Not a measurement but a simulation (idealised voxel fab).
You're looking at the process module voxel air gaps.
cross-section cut | 285 nm wide | cells 5 nm
Think of the cross-section as a grid of square cells. We describe it in bands, top to bottom, and each band covers one or more rows of those cells. First you get the band's top height and its bottom height, in nm, and then the materials it's made of, left to right, with each width in nm. If you see a single material with "throughout", that one covers the band edge to edge. "empty" is empty space. Heads up on the height convention: 0 is the point under which the incoming wafer is all one material, and the lowest band has no bottom, it just keeps going down, like "0..down". Think of "30 to 40" as a width that walks from the first number to the second as you go down the band, top row to bottom row, taking equal-sized steps from row to row. Where a step carries "no change", the cross-section came out of it unchanged, cell for cell. The label "Closed internal voids" introduces a list of the empty spaces, 8 cells or larger, that have no open way up to the top; each entry in it reads width x height at distance, where the distance is taken from the left edge and all three are stated in nm. Formally, on a step line, whatever follows the settings is a remark that the simulator itself makes on the step. overlay nm: where the mask lay relative to plan, measured to the right, on steps with a mask; negatives go left.

The following list gives the planned process steps:
| 1 | RECEIVE with material Si |
| 2 | CONFORMAL_DEP with material SiO2, thk nm 10 |
| 3 | CONFORMAL_DEP with material SiCN, thk nm 5 |
| 4 | DIRECTIONAL_DEP with material SiO2, thk nm 40 |
| 5 | MASKED_ETCH with tone open, mask id LINES, width nm 25, pitch nm 50, etch materials SiO2, depth nm 40, overlay nm 0 |
| 6 | CONFORMAL_DEP with material TiN, thk nm 5 |
| 7 | FILL_DEP with material W, thk nm 10 |
| 8 | CMP with height nm 55 |
| 9 | EPI with material Ru, thk nm 10 |
| 10 | SELECTIVE_ETCH with etch materials SiO2, depth nm 50 |
| 11 | CONFORMAL_DEP with material SiCN, thk nm 5 |

Shown in cross-section is the wafer as received, that is, as it stands after step 1:
- 0..down | Si throughout
- Closed internal voids: none

Run as planned - first of the two wafers cross-sectioned at the end of the module:
- 70..65 | 65 of empty, then 155 of SiCN, then 65 of empty
- 65..55 | 65 of empty, then 5 of SiCN, then 45 of Ru, then 5 of SiCN, then 45 of Ru, then 5 of SiCN, then 45 of Ru, then 5 of SiCN, then 65 of empty
- 55..50 | 65 of empty, then 15 of SiCN, then 5 of TiN, then 15 of W, then 5 of TiN, then 25 of SiCN, then 5 of TiN, then 15 of W, then 5 of TiN, then 25 of SiCN, then 5 of TiN, then 15 of W, then 5 of TiN, then 15 of SiCN, then 65 of empty
- 50..20 | 75 of empty, then 5 of SiCN, then 5 of TiN, then 15 of W, then 5 of TiN, then 5 of SiCN, then 15 of empty, then 5 of SiCN, then 5 of TiN, then 15 of W, then 5 of TiN, then 5 of SiCN, then 15 of empty, then 5 of SiCN, then 5 of TiN, then 15 of W, then 5 of TiN, then 5 of SiCN, then 75 of empty
- 20..15 | 80 of SiCN, then 25 of TiN, then 25 of SiCN, then 25 of TiN, then 25 of SiCN, then 25 of TiN, then 80 of SiCN
- 15..10 | SiCN throughout
- 10..0 | SiO2 throughout
- 0..down | Si throughout
- Closed internal voids: 15 x 30 at 110; 15 x 30 at 160

Presented here is a cross-section of the second of the two wafers as it stood at the end of the module. It was started in the same manner and assigned the same plan as the first wafer; however, one mistake was made in its execution:
- 70..65 | 65 of empty, then 155 of SiCN, then 65 of empty
- 65..55 | 65 of empty, then 5 of SiCN, then 45 of Ru, then 5 of SiCN, then 45 of Ru, then 5 of SiCN, then 45 of Ru, then 5 of SiCN, then 65 of empty
- 55..50 | 65 of empty, then 15 of SiCN, then 5 of TiN, then 15 of SiCN, then 5 of TiN, then 25 of SiCN, then 5 of TiN, then 15 of SiCN, then 5 of TiN, then 25 of SiCN, then 5 of TiN, then 15 of SiCN, then 5 of TiN, then 15 of SiCN, then 65 of empty
- 50..20 | 75 of empty, then 5 of SiCN, then 5 of TiN, then 15 of SiCN, then 5 of TiN, then 5 of SiCN, then 15 of empty, then 5 of SiCN, then 5 of TiN, then 15 of SiCN, then 5 of TiN, then 5 of SiCN, then 15 of empty, then 5 of SiCN, then 5 of TiN, then 15 of SiCN, then 5 of TiN, then 5 of SiCN, then 75 of empty
- 20..15 | 80 of SiCN, then 25 of TiN, then 25 of SiCN, then 25 of TiN, then 25 of SiCN, then 25 of TiN, then 80 of SiCN
- 15..10 | SiCN throughout
- 10..0 | SiO2 throughout
- 0..down | Si throughout
- Closed internal voids: 15 x 30 at 110; 15 x 30 at 160
Short version of what went wrong: step 7 was not run as planned; what actually ran was FILL_DEP with material SiCN, thk nm 10
Heads up, by the end the second wafer has more or fewer cells of some materials compared to the first: SiCN +63 | W -63
